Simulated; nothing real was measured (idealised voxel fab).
Process module heading - voxel fin reveal
The width of the displayed cross-section, cut, is 180 nm; its cells are square, with a size of 5 nm.
Think of the cross-section as a grid of square cells. We describe it in bands, top to bottom, and each band covers one or more rows of those cells.
What a band's entry tells you: where the top is and where the bottom is, as heights in nm, and after that what lies inside, material by material from left to right, each with its width in nm. Empty space is written as the word "air", and a single material marked with the word "everywhere" occupies the band from edge to edge.
Below 0: as-received wafer, all one material; heights counted from there. Lowest band: no bottom, goes on down, written "z 0 and below".
It should be noted that a width expressed as "30->40" varies in equal increments from row to row of cells within the band, taking the value of the first number at the top row and that of the second number at the bottom row.
"nothing was modified" means the step left every cell of the cross-section as it was.
"Fully enclosed voids" means: voids of 8 cells or more that are shut off from the top with no open way through. Written width x height at distance, distance from the left edge, in nm.
Note: text after step settings on the step line = simulator remark on that step.
For masked steps, "overlay nm" on the step line gives how far right of plan the mask actually lay; a minus sign means it lay to the left.

### Process steps (planned)
| 1 | RECEIVE,material Si |
| 2 | CONFORMAL_DEP,material SiN,thk nm 10 |
| 3 | MASKED_ETCH,tone cover,mask id FINS,width nm 15,pitch nm 40,etch materials SiN,depth nm 10,overlay nm 0 |
| 4 | MASKED_ETCH,tone cover,mask id FINS,width nm 15,pitch nm 40,etch materials Si,depth nm 30,overlay nm 0 |
| 5 | FILL_DEP,material SiO2,thk nm 5 |
| 6 | CMP,height nm 10 |
| 7 | SELECTIVE_ETCH,etch materials SiO2,depth nm 25 |
| 8 | STRIP,etch materials SiN |

### As-received wafer cross-section (after step 1)
	z 0 and below: Si everywhere
	Fully enclosed voids: none

### Cross-section taken at module completion on the first of two wafers; processed per the plan
	z 0 to -15: 60 air  15 Si  25 air  15 Si  65 air
	z -15 to -30: 60 SiO2  15 Si  25 SiO2  15 Si  65 SiO2
	z -30 and below: Si everywhere
	Fully enclosed voids: none

### Wafer two, end of module, cross-section. Same start, same plan as wafer one. One mistake in the run
	z 10 to 0: 60 air  15 SiN  25 air  15 SiN  65 air
	z 0 to -30: 60 air  15 Si  25 air  15 Si  65 air
	z -30 and below: Si everywhere
	Fully enclosed voids: none
Run error: heads up, step 8 didn't go per plan, it actually ran as STRIP,etch materials SiO2
Count the cells at the end and the second wafer has more or fewer of some materials than the first: SiN: 12 more | SiO2: 90 fewer
